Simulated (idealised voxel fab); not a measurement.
Process module name: voxel ribs on slabs
cross-section cut | 300 nm wide | cells 5 nm
If you're reading a cross-section in this doc, picture square cells in a grid; it comes to you as bands, top ones listed first down to the bottom, and a band can be one or more rows of cells. Heights first: top, then bottom, in nm. Then materials, left to right, each with a width in nm. "edge to edge" on a single material: fills the band edge to edge. "air": empty space. Counting heights begins at 0, where everything beneath is, in the wafer as received, one material. The lowest band has no bottom; it goes on downwards, as "from 0 down" shows. The expression "30->40" gives the width at the extremes of the band, the first number at its top row of cells and the second at its bottom row, with the width changing by equal amounts from each row to the next in between. When a step is marked "identical to before", none of the cells in the cross-section changed during that step. The entry titled "Voids lacking openings" provides the empty spaces that have no open way to the top, restricted to those of 8 cells or more. Each is presented as width x height at distance, the distance being measured from the left edge, with all three in nm. Where a step's line continues beyond its settings, the continuation is a remark by the simulator itself on that step. The optional step-line setting "overlay nm" applies to steps with a mask and quantifies how far to the right of its planned location the mask lay, a negative value indicating leftward placement.

## These are the steps we planned for the process
1 RECEIVE: material Si
2 DIRECTIONAL_DEP: material SiO2, thk nm 25
3 DIRECTIONAL_DEP: material SiN, thk nm 15
4 PATTERN: tone cover, mask id RIB, material resist, width nm 25, thk nm 20, overlay nm 0
5 DIRECTIONAL_ETCH: etch materials SiN, depth nm 5
6 STRIP: etch materials resist
7 PATTERN: tone cover, mask id SLAB, material resist, width nm 85, thk nm 15, overlay nm 0
8 DIRECTIONAL_ETCH: etch materials SiN, depth nm 10
9 STRIP: etch materials resist
10 FILL_DEP: material SiO2, thk nm 25
11 CMP: height nm 60
12 DIRECTIONAL_DEP: material W, thk nm 5
13 PATTERN: tone cover, mask id HEATER, material resist, width nm 35, thk nm 15, overlay nm 0
14 DIRECTIONAL_ETCH: etch materials W, depth nm 5
15 STRIP: etch materials resist
16 CONFORMAL_DEP: material SiO2, thk nm 5

## First wafer of two (run as planned)

## Cross-section, incoming material, after step 1
from 0 down | Si edge to edge
Voids lacking openings: none

## Step 2 complete: cross-section through the wafer
from 25 to 0 | SiO2 edge to edge
Below 0 it's all the same as before, nothing changed down there.

## Step 3 complete: cross-section through the wafer
from 40 to 25 | SiN edge to edge
Below 25 it's all the same as before, nothing changed down there.

## Step 4 complete: cross-section through the wafer
from 60 to 40 | air 135 / resist 25 / air 140
Below 40 it's all the same as before, nothing changed down there.

## Step 5 complete: cross-section through the wafer
from 60 to 40 | air 135 / resist 25 / air 140
from 40 to 35 | air 135 / SiN 25 / air 140
Below 35 it's all the same as before, nothing changed down there.

## Step 6 complete: cross-section through the wafer
from 40 to 35 | air 135 / SiN 25 / air 140
Below 35 it's all the same as before, nothing changed down there.

## Step 7 complete: cross-section through the wafer
from 55 to 40 | air 105 / resist 85 / air 110
from 40 to 35 | air 105 / resist 30 / SiN 25 / resist 30 / air 110
Below 35 it's all the same as before, nothing changed down there.

## Step 8 complete: cross-section through the wafer
from 55 to 40 | air 105 / resist 85 / air 110
from 40 to 35 | air 105 / resist 30 / SiN 25 / resist 30 / air 110
from 35 to 25 | air 105 / SiN 85 / air 110
Below 25 it's all the same as before, nothing changed down there.

## Step 9 complete: cross-section through the wafer
from 40 to 35 | air 135 / SiN 25 / air 140
Below 35 it's all the same as before, nothing changed down there.

## Step 10 complete: cross-section through the wafer
from 65 to 40 | SiO2 edge to edge
from 40 to 35 | SiO2 135 / SiN 25 / SiO2 140
from 35 to 25 | SiO2 105 / SiN 85 / SiO2 110
Below 25 it's all the same as before, nothing changed down there.

## Step 11 complete: cross-section through the wafer
from 60 to 40 | SiO2 edge to edge
Below 40 it's all the same as before, nothing changed down there.

## Step 12 complete: cross-section through the wafer
from 65 to 60 | W edge to edge
Below 60 it's all the same as before, nothing changed down there.

## Step 13 complete: cross-section through the wafer
from 80 to 65 | air 130 / resist 35 / air 135
Below 65 it's all the same as before, nothing changed down there.

## Step 14 complete: cross-section through the wafer
from 80 to 65 | air 130 / resist 35 / air 135
from 65 to 60 | air 130 / W 35 / air 135
Below 60 it's all the same as before, nothing changed down there.

## Step 15 complete: cross-section through the wafer
from 65 to 60 | air 130 / W 35 / air 135
Below 60 it's all the same as before, nothing changed down there.

## Step 16 complete: cross-section through the wafer
from 70 to 65 | air 125 / SiO2 45 / air 130
from 65 to 60 | SiO2 130 / W 35 / SiO2 135
Below 60 it's all the same as before, nothing changed down there.

## Second of two: same start, same plan, one run error; steps up to and including 12 match the first

## Second wafer profile in section, at the moment step 13 of the plan was meant to be complete
from 80 to 65 | air 125 / resist 35 / air 140
Below 65 it's all the same as before, nothing changed down there.

## Second wafer profile in section, at the moment step 14 of the plan was meant to be complete
from 80 to 65 | air 125 / resist 35 / air 140
from 65 to 60 | air 125 / W 35 / air 140
Below 60 it's all the same as before, nothing changed down there.

## Second wafer profile in section, at the moment step 15 of the plan was meant to be complete
from 65 to 60 | air 125 / W 35 / air 140
Below 60 it's all the same as before, nothing changed down there.

## Second wafer profile in section, at the moment step 16 of the plan was meant to be complete
from 70 to 65 | air 120 / SiO2 45 / air 135
from 65 to 60 | SiO2 125 / W 35 / SiO2 140
Below 60 it's all the same as before, nothing changed down there.
The plan and the run diverged here: step 13 went in with a setting other than planned; the actual run was PATTERN: tone cover, mask id HEATER, material resist, width nm 35, thk nm 15, overlay nm -5
At the end, each material covers as many cells on the second wafer as it does on the first, though the cells it covers are elsewhere.
